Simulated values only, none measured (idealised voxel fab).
Process module, titled voxel self aligned vias
Shown is cross-section cut, with a width of 300 nm and square cells of size 5 nm.
Cross-section = grid of square cells, listed top down in bands; band = one or more rows.
What a band's entry tells you: where the top is and where the bottom is, as heights in nm, and after that what lies inside, material by material from left to right, each with its width in nm. Empty space is written as the word "blank", and a single material marked with the word "edge to edge" occupies the band from edge to edge.
Zero point of the height axis is 0; under it, received wafer = one material. Lowest band: continues down indefinitely, "z 0 and below".
The expression "30 to 40" gives the width at the extremes of the band, the first number at its top row of cells and the second at its bottom row, with the width changing by equal amounts from each row to the next in between.
"no change" (step): cross-section cells unchanged, all of them.
What "Entrapped voids" gives you is every empty space of 8 cells or more that is cut off from the top. Each appears as width x height at distance, with the distance taken from the left edge and width, height and distance all in nm.
Whatever follows a step's settings on its line is a remark the simulator itself makes about that step.
If you see "overlay nm" on a step's line and that step has a mask, it's telling you how far right of where it was planned the mask ended up; a negative number means it went left instead.
## So here's the lineup of process steps we planned
1,RECEIVE, material Si
2,CONFORMAL_DEP, material SiO2, thk nm 10
3,CONFORMAL_DEP, material SiCN, thk nm 5
4,DIRECTIONAL_DEP, material SiO2, thk nm 20
5,MASKED_ETCH, tone open, mask id LINES, width nm 30, pitch nm 70, etch materials SiO2, depth nm 20, overlay nm 0
6,CONFORMAL_DEP, material TiN, thk nm 5
7,FILL_DEP, material Ru, thk nm 10
8,CMP, height nm 35
9,SELECTIVE_ETCH, etch materials W Ru TiN, depth nm 5
10,FILL_DEP, material SiN, thk nm 10
11,CMP, height nm 35
12,DIRECTIONAL_DEP, material SiO2, thk nm 15
13,MASKED_ETCH, tone open, mask id VIAS, width nm 50, etch materials SiO2, depth nm 15, overlay nm 0
14,MASKED_ETCH, tone open, mask id VIAS, width nm 50, etch materials SiN, depth nm 5, overlay nm 0
15,CONFORMAL_DEP, material TiN, thk nm 5
16,FILL_DEP, material W, thk nm 5
17,CMP, height nm 50
18,CONFORMAL_DEP, material SiCN, thk nm 5
The value of thk nm given for step 18 in the plan refers to the first wafer; the wafers vary in this setting and are alike at the start.
## This is how the first of several wafers looked in cross-section when it arrived, which is after step 1
* z 0 and below | Si edge to edge
* Entrapped voids: none
## Cross-sectional representation of the first of several wafers at the end of the module, i.e. after its terminal step, step 18
* z 55 to 50 | SiCN edge to edge
* z 50 to 40 | SiO2=90, TiN=5, W=40, TiN=5, SiO2=160
* z 40 to 35 | SiO2=90, TiN=15, W=20, TiN=15, SiO2=160
* z 35 to 30 | SiO2=100, TiN=30, SiO2=40, SiN=30, SiO2=100
* z 30 to 20 | SiO2=100, TiN=5, Ru=20, TiN=5, SiO2=40, TiN=5, Ru=20, TiN=5, SiO2=100
* z 20 to 15 | SiO2=100, TiN=30, SiO2=40, TiN=30, SiO2=100
* z 15 to 10 | SiCN edge to edge
* z 10 to 0 | SiO2 edge to edge
* z 0 and below | Si edge to edge
* Entrapped voids: none
## Here's the last wafer cross-sectioned at the end of the module
* z 70 to 50 | SiCN edge to edge
* z 50 to 40 | SiO2=90, TiN=5, W=40, TiN=5, SiO2=160
* z 40 to 35 | SiO2=90, TiN=15, W=20, TiN=15, SiO2=160
* z 35 to 30 | SiO2=100, TiN=30, SiO2=40, SiN=30, SiO2=100
* z 30 to 20 | SiO2=100, TiN=5, Ru=20, TiN=5, SiO2=40, TiN=5, Ru=20, TiN=5, SiO2=100
* z 20 to 15 | SiO2=100, TiN=30, SiO2=40, TiN=30, SiO2=100
* z 15 to 10 | SiCN edge to edge
* z 10 to 0 | SiO2 edge to edge
* z 0 and below | Si edge to edge
* Entrapped voids: none
## Per-wafer rows below. For each material: cells gained (+) or lost (-) since the wafer was received, as of end of module. Then: closed voids
thk nm 5 | +16 Ru | +120 SiCN | +6 SiN | +462 SiO2 | +36 TiN | +20 W | Entrapped voids: none
thk nm 10 | +16 Ru | +180 SiCN | +6 SiN | +462 SiO2 | +36 TiN | +20 W | Entrapped voids: none
thk nm 15 | +16 Ru | +240 SiCN | +6 SiN | +462 SiO2 | +36 TiN | +20 W | Entrapped voids: none
thk nm 20 | +16 Ru | +300 SiCN | +6 SiN | +462 SiO2 | +36 TiN | +20 W | Entrapped voids: none
